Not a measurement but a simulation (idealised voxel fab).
process module | voxel transistor to metal
cross-section cut | 195 nm wide | cells 5 nm
A cross-section is a grid of square cells, given in bands from the top down. A band is one or more rows of cells.
Each band's line starts with the height of the band's top and of its bottom, in nm. Then come its materials from left to right, each with its width in nm. One material with "throughout" fills the band from edge to edge. "air" is empty space.
Height 0 is the level under which the wafer as received is all one material. The lowest band goes on downwards, as in "0 down".
A width such as "30 to 40" changes by the same amount from each row of cells to the next, from the band's top row to its bottom row.
"no change" after a step means that no cell of the cross-section changed.
closed voids: empty space of 8 cells or more with no open way to the top, each as width x height at its distance from the left edge, in nm
after a step's settings: what the simulator itself notes on the step
overlay nm, on a step with a mask: how far to the right of its planned place the mask lay; to the left if negative
plan
1 op RECEIVE | material Si
2 op OXIDIZE | depth nm 5
3 op CONFORMAL_DEP | material SiN | thk nm 10
4 op DIRECTIONAL_DEP | material aC | thk nm 10
5 op PATTERN | tone cover | mask id ACTIVE | material resist | width nm 105 | thk nm 25 | overlay nm 0
6 op DIRECTIONAL_ETCH | etch materials aC | depth nm 10
7 op STRIP | etch materials resist
8 op DIRECTIONAL_ETCH | etch materials SiN | depth nm 10
9 op DIRECTIONAL_ETCH | etch materials SiO2 | depth nm 5
10 op DIRECTIONAL_ETCH | etch materials Si | depth nm 35
11 op STRIP | etch materials aC
12 op OXIDIZE | depth nm 5
13 op FILL_DEP | material SiO2 | thk nm 15
14 op CMP | height nm 10
15 op SELECTIVE_ETCH | etch materials SiO2 | depth nm 10
16 op STRIP | etch materials SiN
17 op SELECTIVE_ETCH | etch materials SiO2 | depth nm 5
18 op OXIDIZE | depth nm 5
19 op DIRECTIONAL_DEP | material polySi | thk nm 30
20 op DIRECTIONAL_DEP | material SiCN | thk nm 10
21 op DIRECTIONAL_DEP | material aC | thk nm 15
22 op PATTERN | tone cover | mask id GATE | material resist | width nm 35 | thk nm 35 | overlay nm 0
23 op DIRECTIONAL_ETCH | etch materials aC | depth nm 15
24 op STRIP | etch materials resist
25 op DIRECTIONAL_ETCH | etch materials SiCN | depth nm 20
26 op DIRECTIONAL_ETCH | etch materials polySi | depth nm 40
27 op STRIP | etch materials aC
28 op CONFORMAL_DEP | material SiO2 | thk nm 5
29 op DIRECTIONAL_ETCH | etch materials SiO2 | depth nm 5
30 op CONFORMAL_DEP | material SiN | thk nm 5
31 op DIRECTIONAL_ETCH | etch materials SiN | depth nm 5
32 op DIRECTIONAL_ETCH | etch materials SiO2 | depth nm 5
33 op DIRECTIONAL_ETCH | etch materials Si | depth nm 5
34 op EPI | material nSi | thk nm 10
35 op FILL_DEP | material SiO2 | thk nm 10
36 op CMP | height nm 25
37 op STRIP | etch materials polySi
38 op SELECTIVE_ETCH | etch materials SiO2 | depth nm 5
39 op CONFORMAL_DEP | material HfO2 | thk nm 5
40 op CONFORMAL_DEP | material TiN | thk nm 5
41 op FILL_DEP | material W | thk nm 5
42 op CMP | height nm 20
43 op DIRECTIONAL_DEP | material SiO2 | thk nm 10
44 op PATTERN | tone open | mask id CONTACT | material resist | width nm 15 | pitch nm 80 | thk nm 15 | overlay nm 0
45 op DIRECTIONAL_ETCH | etch materials SiO2 | depth nm 35
46 op STRIP | etch materials resist
47 op CONFORMAL_DEP | material TiN | thk nm 5
48 op FILL_DEP | material W | thk nm 10
49 op CMP | height nm 30
50 op DIRECTIONAL_DEP | material TiN | thk nm 5
51 op DIRECTIONAL_DEP | material Ru | thk nm 20
52 op PATTERN | tone cover | mask id METAL_1 | material resist | width nm 15 | pitch nm 80 | thk nm 15 | overlay nm 0
53 op DIRECTIONAL_ETCH | etch materials Ru | depth nm 20
54 op DIRECTIONAL_ETCH | etch materials TiN | depth nm 5
55 op STRIP | etch materials resist
56 op FILL_DEP | material lowk | thk nm 5
57 op CMP | height nm 55
58 op CONFORMAL_DEP | material SiCN | thk nm 5
59 op DIRECTIONAL_DEP | material SiO2 | thk nm 35
60 op PATTERN | tone open | mask id METAL_2 | material resist | width nm 15 | pitch nm 80 | thk nm 15 | overlay nm 0
61 op DIRECTIONAL_ETCH | etch materials SiO2 | depth nm 20
62 op STRIP | etch materials resist
63 op PATTERN | tone open | mask id METAL_2_HOLES | material resist | width nm 15 | pitch nm 80 | thk nm 15 | overlay nm 0
64 op DIRECTIONAL_ETCH | etch materials SiO2 | depth nm 15
65 op DIRECTIONAL_ETCH | etch materials SiCN | depth nm 5
66 op STRIP | etch materials resist
67 op CONFORMAL_DEP | material TiN | thk nm 5
68 op FILL_DEP | material Cu | thk nm 10
69 op CMP | height nm 95
70 op CONFORMAL_DEP | material SiCN | thk nm 5
as received, after step 1
  0 down: Si throughout
  closed voids: none
a wafer at the end: this start, this plan, one mistake
  100 to 95: SiCN throughout
  95 to 60: SiO2 50 | TiN 5 | Cu 5 | TiN 5 | SiO2 65 | TiN 5 | Cu 5 | TiN 5 | SiO2 50
  60 to 55: SiCN 50 | TiN 15 | SiCN 65 | TiN 15 | SiCN 50
  55 to 35: lowk 50 | Ru 15 | lowk 65 | Ru 15 | lowk 50
  35 to 30: lowk 50 | TiN 15 | lowk 65 | TiN 15 | lowk 50
  30 to 20: SiO2 50 | TiN 5 | W 5 | TiN 5 | SiO2 65 | TiN 5 | W 5 | TiN 5 | SiO2 50
  20 to 5: SiO2 50 | TiN 5 | W 5 | TiN 5 | SiO2 5 | SiN 5 | TiN 5 | W 35 | TiN 5 | SiN 5 | SiO2 5 | TiN 5 | W 5 | TiN 5 | SiO2 50
  5 to 0: SiO2 50 | TiN 15 | SiO2 5 | SiN 5 | TiN 5 | W 35 | TiN 5 | SiN 5 | SiO2 5 | TiN 15 | SiO2 50
  0 to -5: SiO2 50 | TiN 10 | nSi 10 | SiN 5 | TiN 5 | W 35 | TiN 5 | SiN 5 | nSi 10 | TiN 10 | SiO2 50
  -5 to -10: SiO2 45 | nSi 25 | SiO2 5 | TiN 45 | SiO2 5 | nSi 25 | SiO2 45
  -10 to -15: SiO2 50 | nSi 20 | Si 55 | nSi 20 | SiO2 50
  -15 to -45: SiO2 50 | Si 95 | SiO2 50
  -45 down: Si throughout
  closed voids: none
what went wrong: step 39 was left out
